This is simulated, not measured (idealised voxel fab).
The process module presented herein is designated voxel wiring stack.
Displayed cross-section: cut, width of 230 nm, square cells sized 5 nm.
Cross-section format: a grid of square cells, given as bands from top to bottom; each band is one or more rows of cells. Top, bottom (nm), then materials left to right with widths (nm); lone material tagged "everywhere" fills the whole band edge to edge; "air" = empty space. Convention: height 0 is the level below which the wafer, as received, is all one material. The lowest band does not terminate at the bottom but continues downward, represented as "0 and below". The two numbers in a width such as "30->40" mark its ends across the band: the first belongs to the top row of cells, the second to the bottom row, and from each row to the next the width moves by the same amount. Take "all unchanged" at face value: in the step it is given for, the cross-section changed in none of its cells. Heads up: "Closed cavity list" only lists the empty pockets with no open path to the top that are 8 cells or more, and it writes them as width x height at distance, distance from the left edge, in nm. What comes after the settings on a step's line is commentary from the simulator itself on that step. "overlay nm" on a masked step: distance the mask lay right of its planned place, negative for left.

PLAN
1 op RECEIVE | material Si
2 op CONFORMAL_DEP | material SiO2 | thk nm 10
3 op CONFORMAL_DEP | material SiCN | thk nm 5
4 op DIRECTIONAL_DEP | material lowk | thk nm 25
5 op DIRECTIONAL_DEP | material aC | thk nm 10
6 op PATTERN | tone open | mask id METAL_1 | material resist | width nm 30 | pitch nm 45 | thk nm 25 | overlay nm 0
7 op DIRECTIONAL_ETCH | etch materials aC | depth nm 10
8 op STRIP | etch materials resist
9 op DIRECTIONAL_ETCH | etch materials lowk | depth nm 25
10 op DIRECTIONAL_ETCH | etch materials SiCN | depth nm 5
11 op STRIP | etch materials aC
12 op CONFORMAL_DEP | material TiN | thk nm 5
13 op FILL_DEP | material Cu | thk nm 5
14 op CMP | height nm 40
15 op CONFORMAL_DEP | material SiCN | thk nm 5
16 op DIRECTIONAL_DEP | material SiO2 | thk nm 30
17 op MASKED_ETCH | tone open | mask id METAL_2 | width nm 30 | pitch nm 45 | etch materials SiO2 | depth nm 20 | overlay nm -15
18 op DIRECTIONAL_DEP | material aC | thk nm 15
19 op PATTERN | tone open | mask id METAL_2_HOLES | material resist | width nm 15 | pitch nm 45 | thk nm 30 | overlay nm 0
20 op DIRECTIONAL_ETCH | etch materials aC | depth nm 15
21 op STRIP | etch materials resist
22 op DIRECTIONAL_ETCH | etch materials SiO2 | depth nm 10
23 op DIRECTIONAL_ETCH | etch materials SiCN | depth nm 5
24 op STRIP | etch materials aC
25 op CONFORMAL_DEP | material TiN | thk nm 5
26 op FILL_DEP | material Cu | thk nm 10
27 op CMP | height nm 75
28 op CONFORMAL_DEP | material SiCN | thk nm 5
29 op DIRECTIONAL_DEP | material lowk | thk nm 30
30 op MASKED_ETCH | tone open | mask id METAL_3 | width nm 30 | pitch nm 45 | etch materials lowk | depth nm 20 | overlay nm 0
31 op DIRECTIONAL_DEP | material aC | thk nm 15
32 op PATTERN | tone open | mask id METAL_3_HOLES | material resist | width nm 15 | pitch nm 45 | thk nm 30 | overlay nm 0
33 op DIRECTIONAL_ETCH | etch materials aC | depth nm 15
34 op STRIP | etch materials resist
35 op DIRECTIONAL_ETCH | etch materials lowk | depth nm 10
36 op DIRECTIONAL_ETCH | etch materials SiCN | depth nm 5
37 op STRIP | etch materials aC
38 op CONFORMAL_DEP | material TiN | thk nm 5
39 op FILL_DEP | material Ru | thk nm 5
40 op CMP | height nm 110
41 op CONFORMAL_DEP | material SiCN | thk nm 5
Same starting wafers, different overlay nm at step 17. Plan value belongs to the first wafer.

CUT THROUGH THE FIRST OF SEVERAL WAFERS AS RECEIVED, POST STEP 1
0 and below: Si everywhere
Closed cavity list: none

QUICK LOOK AT THE CROSS-SECTION OF THE FIRST OF SEVERAL WAFERS AFTER STEP 41, WHICH WRAPS UP THE MODULE
115 down to 110: SiCN everywhere
110 down to 95: lowk 30 nm  TiN 5 nm  Ru 20 nm  TiN 5 nm  lowk 15 nm  TiN 5 nm  Ru 20 nm  TiN 5 nm  lowk 15 nm  TiN 5 nm  Ru 20 nm  TiN 5 nm  lowk 15 nm  TiN 5 nm  Ru 20 nm  TiN 5 nm  lowk 35 nm
95 down to 90: lowk 30 nm  TiN 5 nm  Ru 5 nm  TiN 20 nm  lowk 15 nm  TiN 5 nm  Ru 5 nm  TiN 20 nm  lowk 15 nm  TiN 5 nm  Ru 5 nm  TiN 20 nm  lowk 15 nm  TiN 5 nm  Ru 5 nm  TiN 20 nm  lowk 35 nm
90 down to 80: lowk 30 nm  TiN 5 nm  Ru 5 nm  TiN 5 nm  lowk 30 nm  TiN 5 nm  Ru 5 nm  TiN 5 nm  lowk 30 nm  TiN 5 nm  Ru 5 nm  TiN 5 nm  lowk 30 nm  TiN 5 nm  Ru 5 nm  TiN 5 nm  lowk 50 nm
80 down to 75: SiCN 30 nm  TiN 15 nm  SiCN 30 nm  TiN 15 nm  SiCN 30 nm  TiN 15 nm  SiCN 30 nm  TiN 15 nm  SiCN 50 nm
75 down to 60: SiO2 15 nm  TiN 5 nm  Cu 20 nm  TiN 5 nm  SiO2 15 nm  TiN 5 nm  Cu 20 nm  TiN 5 nm  SiO2 15 nm  TiN 5 nm  Cu 20 nm  TiN 5 nm  SiO2 15 nm  TiN 5 nm  Cu 20 nm  TiN 5 nm  SiO2 50 nm
60 down to 55: SiO2 15 nm  TiN 20 nm  Cu 5 nm  TiN 5 nm  SiO2 15 nm  TiN 20 nm  Cu 5 nm  TiN 5 nm  SiO2 15 nm  TiN 20 nm  Cu 5 nm  TiN 5 nm  SiO2 15 nm  TiN 20 nm  Cu 5 nm  TiN 5 nm  SiO2 50 nm
55 down to 45: SiO2 30 nm  TiN 5 nm  Cu 5 nm  TiN 5 nm  SiO2 30 nm  TiN 5 nm  Cu 5 nm  TiN 5 nm  SiO2 30 nm  TiN 5 nm  Cu 5 nm  TiN 5 nm  SiO2 30 nm  TiN 5 nm  Cu 5 nm  TiN 5 nm  SiO2 50 nm
45 down to 40: SiCN 30 nm  TiN 15 nm  SiCN 30 nm  TiN 15 nm  SiCN 30 nm  TiN 15 nm  SiCN 30 nm  TiN 15 nm  SiCN 50 nm
40 down to 15: lowk 30 nm  TiN 5 nm  Cu 20 nm  TiN 5 nm  lowk 15 nm  TiN 5 nm  Cu 20 nm  TiN 5 nm  lowk 15 nm  TiN 5 nm  Cu 20 nm  TiN 5 nm  lowk 15 nm  TiN 5 nm  Cu 20 nm  TiN 5 nm  lowk 35 nm
15 down to 10: SiCN 30 nm  TiN 30 nm  SiCN 15 nm  TiN 30 nm  SiCN 15 nm  TiN 30 nm  SiCN 15 nm  TiN 30 nm  SiCN 35 nm
10 down to 0: SiO2 everywhere
0 and below: Si everywhere
Closed cavity list: none

CROSS-SECTION OF THE FINAL WAFER AMONG SEVERAL, TAKEN AT THE END OF THE MODULE
115 down to 110: SiCN everywhere
110 down to 95: lowk 30 nm  TiN 5 nm  Ru 20 nm  TiN 5 nm  lowk 15 nm  TiN 5 nm  Ru 20 nm  TiN 5 nm  lowk 15 nm  TiN 5 nm  Ru 20 nm  TiN 5 nm  lowk 15 nm  TiN 5 nm  Ru 20 nm  TiN 5 nm  lowk 35 nm
95 down to 90: lowk 30 nm  TiN 5 nm  Ru 5 nm  TiN 20 nm  lowk 15 nm  TiN 5 nm  Ru 5 nm  TiN 20 nm  lowk 15 nm  TiN 5 nm  Ru 5 nm  TiN 20 nm  lowk 15 nm  TiN 5 nm  Ru 5 nm  TiN 20 nm  lowk 35 nm
90 down to 80: lowk 30 nm  TiN 5 nm  Ru 5 nm  TiN 5 nm  lowk 30 nm  TiN 5 nm  Ru 5 nm  TiN 5 nm  lowk 30 nm  TiN 5 nm  Ru 5 nm  TiN 5 nm  lowk 30 nm  TiN 5 nm  Ru 5 nm  TiN 5 nm  lowk 50 nm
80 down to 75: SiCN 30 nm  TiN 15 nm  SiCN 30 nm  TiN 15 nm  SiCN 30 nm  TiN 15 nm  SiCN 30 nm  TiN 15 nm  SiCN 50 nm
75 down to 70: SiO2 30 nm  TiN 5 nm  Cu 170 nm  TiN 5 nm  SiO2 20 nm
70 down to 65: SiO2 30 nm  TiN 20 nm  Cu 20 nm  TiN 25 nm  Cu 20 nm  TiN 25 nm  Cu 20 nm  TiN 25 nm  Cu 20 nm  TiN 5 nm  SiO2 20 nm
65 down to 60: SiO2 45 nm  TiN 5 nm  Cu 20 nm  TiN 5 nm  SiO2 15 nm  TiN 5 nm  Cu 20 nm  TiN 5 nm  SiO2 15 nm  TiN 5 nm  Cu 20 nm  TiN 5 nm  SiO2 15 nm  TiN 5 nm  Cu 20 nm  TiN 5 nm  SiO2 20 nm
60 down to 55: SiO2 45 nm  TiN 30 nm  SiO2 15 nm  TiN 30 nm  SiO2 15 nm  TiN 30 nm  SiO2 15 nm  TiN 30 nm  SiO2 20 nm
55 down to 45: SiO2 everywhere
45 down to 40: SiCN everywhere
40 down to 15: lowk 30 nm  TiN 5 nm  Cu 20 nm  TiN 5 nm  lowk 15 nm  TiN 5 nm  Cu 20 nm  TiN 5 nm  lowk 15 nm  TiN 5 nm  Cu 20 nm  TiN 5 nm  lowk 15 nm  TiN 5 nm  Cu 20 nm  TiN 5 nm  lowk 35 nm
15 down to 10: SiCN 30 nm  TiN 30 nm  SiCN 15 nm  TiN 30 nm  SiCN 15 nm  TiN 30 nm  SiCN 15 nm  TiN 30 nm  SiCN 35 nm
10 down to 0: SiO2 everywhere
0 and below: Si everywhere
Closed cavity list: none

SO IN THIS TABLE EVERY WAFER GETS ITS OWN ROW, AND WHAT YOU SEE IS WHERE IT STANDS AT THE END OF THE MODULE: FOR EACH MATERIAL, HOW MANY CELLS IT PICKED UP (+) OR GAVE UP (-) SINCE WE RECEIVED IT, AND AFTER THAT ITS CLOSED VOIDS
overlay nm -15, +140 Cu, +60 Ru, +136 SiCN, +248 SiO2, +208 TiN, +266 lowk, Closed cavity list: none
overlay nm -10, +140 Cu, +60 Ru, +136 SiCN, +248 SiO2, +208 TiN, +266 lowk, Closed cavity list: none
overlay nm -5, +140 Cu, +60 Ru, +136 SiCN, +248 SiO2, +208 TiN, +266 lowk, Closed cavity list: none
overlay nm 0, +140 Cu, +60 Ru, +136 SiCN, +248 SiO2, +208 TiN, +266 lowk, Closed cavity list: none
overlay nm 5, +132 Cu, +60 Ru, +140 SiCN, +248 SiO2, +212 TiN, +266 lowk, Closed cavity list: none
overlay nm 10, +136 Cu, +60 Ru, +144 SiCN, +248 SiO2, +204 TiN, +266 lowk, Closed cavity list: none
overlay nm 15, +146 Cu, +60 Ru, +148 SiCN, +248 SiO2, +190 TiN, +266 lowk, Closed cavity list: none
